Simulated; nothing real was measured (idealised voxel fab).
Process module, titled voxel lift off
Square cell edge 5 nm, section width 195 nm, ID cut.
A cross-section is written here as square cells arranged in a grid, and it is given in bands from the top down, each band taking up one or more rows of cells.
Each band's line starts with the height of the band's top and of its bottom, in nm. Then come its materials from left to right, each with its width in nm. One material with "all across" fills the band from edge to edge. "empty" is empty space.
Basically, 0 is our baseline, since under it the wafer straight out of the box is all one material. The bottom band has no lower end and keeps on going down, so it looks like "0 and below".
The notation "30..40" denotes a width that varies across the rows of cells in the band, beginning at the first number in the top row, finishing at the second number in the bottom row, and changing by an identical amount from each row to the next.
Where a step carries "left unchanged", the cross-section came out of it unchanged, cell for cell.
Closed void entries: empty space of 8 cells or more with no open way to the top, each as width x height at its distance from the left edge, in nm
Where a step's line continues beyond its settings, the continuation is a remark by the simulator itself on that step.
overlay nm: where the mask lay relative to plan, measured to the right, on steps with a mask; negatives go left.

### Listed below are the process steps as planned
step 1: RECEIVE with material Si
step 2: CONFORMAL_DEP with material Al2O3, thk nm 5
step 3: PATTERN with tone open, mask id LINES, material resist, width nm 25, pitch nm 50, thk nm 30, overlay nm 0
step 4: DIRECTIONAL_DEP with material Ru, thk nm 15
step 5: STRIP with etch materials resist
step 6: CONFORMAL_DEP with material SiN, thk nm 10

### Cross-sectional view of the wafer in its as-received condition, corresponding to the state after step 1
    0 and below  Si all across
    Closed void entries: none

### Here's the wafer cut in cross-section after the module, started and planned just like above, except one thing was done wrong in the run
    30 down to 20  empty 30  SiN 35  empty 15  SiN 35  empty 15  SiN 35  empty 30
    20 down to 15  empty 30  SiN 10  Ru 15  SiN 10  empty 15  SiN 10  Ru 15  SiN 10  empty 15  SiN 10  Ru 15  SiN 10  empty 30
    15 down to 5  SiN 40  Ru 15  SiN 35  Ru 15  SiN 35  Ru 15  SiN 40
    5 down to 0  Al2O3 all across
    0 and below  Si all across
    Closed void entries: none
what went wrong: contrary to plan, step 3 was performed as PATTERN with tone open, mask id LINES, material resist, width nm 15, pitch nm 50, thk nm 30, overlay nm 0
